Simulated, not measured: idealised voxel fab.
The process module that follows is named voxel ribs on slabs.
Cross-sectional view cut (width: 150 nm; square cell size: 5 nm).
Cross-section, as written here: a square-cell grid given band by band from the top down, where a band holds one or more rows of cells.
What a band's entry tells you: where the top is and where the bottom is, as heights in nm, and after that what lies inside, material by material from left to right, each with its width in nm. Empty space is written as the word "blank", and a single material marked with the word "throughout" occupies the band from edge to edge.
Heads up on the height convention: 0 is the point under which the incoming wafer is all one material, and the lowest band has no bottom, it just keeps going down, like "from 0 down".
Quick explanation for "30->40": the width changes in equal steps down the rows of cells, from the first number in the band's top row to the second number in its bottom row.
"changes: none" (step): cross-section cells unchanged, all of them.
"Enclosed void entries" contains a list of empty spaces, each no smaller than 8 cells and without an open way to the top, written in the form width x height at distance with the distance from the left edge and all three in nm.
It should be noted that, on the line of a given step, the content following the step's settings is a remark produced by the simulator itself with respect to that step.
The line of a step may include "overlay nm". On a step with a mask, this value is how far to the right of its planned place the mask lay. A negative value means the mask lay to the left.

These are the steps we planned for the process:
1,RECEIVE | material Si
2,DIRECTIONAL_DEP | material SiO2 | thk nm 20
3,DIRECTIONAL_DEP | material SiN | thk nm 25
4,PATTERN | tone cover | mask id RIB | material resist | width nm 30 | thk nm 20 | overlay nm 0
5,DIRECTIONAL_ETCH | etch materials SiN | depth nm 10
6,STRIP | etch materials resist
7,PATTERN | tone cover | mask id SLAB | material resist | width nm 80 | thk nm 20 | overlay nm 0
8,DIRECTIONAL_ETCH | etch materials SiN | depth nm 15
9,STRIP | etch materials resist
10,FILL_DEP | material SiO2 | thk nm 30
11,CMP | height nm 65
12,DIRECTIONAL_DEP | material W | thk nm 5
13,MASKED_ETCH | tone cover | mask id HEATER | width nm 40 | etch materials W | depth nm 5 | overlay nm 0
14,CONFORMAL_DEP | material SiO2 | thk nm 5

Delivered wafer in cross-section: state after step 1:
  from 0 down: Si throughout
  Enclosed void entries: none

Starting structure and process plan are as shown above, but one mistake was made in running the module; the wafer cross-section at the end of the module follows:
  from 75 to 70: 50 nm blank, 50 nm SiO2, 50 nm blank
  from 70 to 65: 55 nm SiO2, 40 nm W, 55 nm SiO2
  from 65 to 35: SiO2 throughout
  from 35 to 25: 60 nm SiO2, 30 nm SiN, 60 nm SiO2
  from 25 to 20: 35 nm SiO2, 80 nm SiN, 35 nm SiO2
  from 20 to 0: SiO2 throughout
  from 0 down: Si throughout
  Enclosed void entries: none
It is concluded that the wafer was processed incorrectly with respect to the plan, in that step 3 ran with different settings than intended, the actual operation and settings being DIRECTIONAL_DEP | material SiN | thk nm 15
